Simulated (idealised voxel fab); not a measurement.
The following is a process module called voxel ribs on slabs.
The figure presents cross-section cut, which has a width of 230 nm and is divided into square cells with an edge length of 5 nm.
When this document writes out a cross-section, it uses a grid of square cells and lists it as bands, beginning at the top and moving down, with a band standing for one or more rows of cells.
Quick guide to a band line: top height, bottom height (nm) up front; then every material left to right with its width in nm. Only one material and it's marked "throughout"? Then it fills the band edge to edge. And "blank" just means empty space.
It should be noted that heights are counted from 0, beneath which the wafer as supplied is of one material throughout, and that the lowest band possesses no lower boundary but continues downward, as written in "top 0, no bottom".
A width given as "30 to 40" starts at the first number in the band's top row and ends at the second number in its bottom row, shifting by an equal amount at every step from row to row.
"no modification" (step): cross-section cells unchanged, all of them.
Entry "Voids lacking openings" = empty spaces >= 8 cells with no open way to the top; each as width x height at distance, distance from left edge, all nm.
On each step's line, the part that comes after the settings is the simulator's own comment on the step.
overlay nm: where the mask lay relative to plan, measured to the right, on steps with a mask; negatives go left.
So here's the lineup of process steps we planned
- 1: RECEIVE with material Si
- 2: DIRECTIONAL_DEP with material SiO2, thk nm 20
- 3: DIRECTIONAL_DEP with material polySi, thk nm 20
- 4: DIRECTIONAL_DEP with material aC, thk nm 10
- 5: PATTERN with tone cover, mask id RIB, material resist, width nm 25, thk nm 30, overlay nm 0
- 6: DIRECTIONAL_ETCH with etch materials aC, depth nm 10
- 7: STRIP with etch materials resist
- 8: DIRECTIONAL_ETCH with etch materials polySi, depth nm 5
- 9: STRIP with etch materials aC
- 10: MASKED_ETCH with tone cover, mask id SLAB, width nm 65, etch materials polySi, depth nm 15, overlay nm 0
- 11: FILL_DEP with material SiO2, thk nm 20
- 12: CMP with height nm 55
- 13: DIRECTIONAL_DEP with material W, thk nm 5
- 14: PATTERN with tone cover, mask id HEATER, material resist, width nm 35, thk nm 20, overlay nm 0
- 15: DIRECTIONAL_ETCH with etch materials W, depth nm 5
- 16: STRIP with etch materials resist
- 17: CONFORMAL_DEP with material SiO2, thk nm 5
Incoming wafer, cross-sectional view, post step 1
    top 0, no bottom: Si throughout
    Voids lacking openings: none
As-planned run: cross-section of the first of two wafers at end of module
    top 65, bottom 60: blank=90  SiO2=45  blank=95
    top 60, bottom 55: SiO2=95  W=35  SiO2=100
    top 55, bottom 40: SiO2 throughout
    top 40, bottom 35: SiO2=100  polySi=25  SiO2=105
    top 35, bottom 20: SiO2=80  polySi=65  SiO2=85
    top 20, bottom 0: SiO2 throughout
    top 0, no bottom: Si throughout
    Voids lacking openings: none
Cross-sectional image of the second wafer of the two following completion of the module. Starting state and process plan were the same as for the first wafer; one execution error occurred
    top 65, bottom 60: SiO2 throughout
    top 60, bottom 55: polySi throughout
    top 55, bottom 40: SiO2 throughout
    top 40, bottom 35: SiO2=100  polySi=25  SiO2=105
    top 35, bottom 20: SiO2=80  polySi=65  SiO2=85
    top 20, bottom 0: SiO2 throughout
    top 0, no bottom: Si throughout
    Voids lacking openings: none
Which mistake was made when the wafer was run? in deviation from the planned setting, step 13 was conducted as DIRECTIONAL_DEP with material polySi, thk nm 5
The second wafer ends with more or fewer cells of some materials than the first, per final count: SiO2: 2 fewer; W: 7 fewer; polySi: 46 more
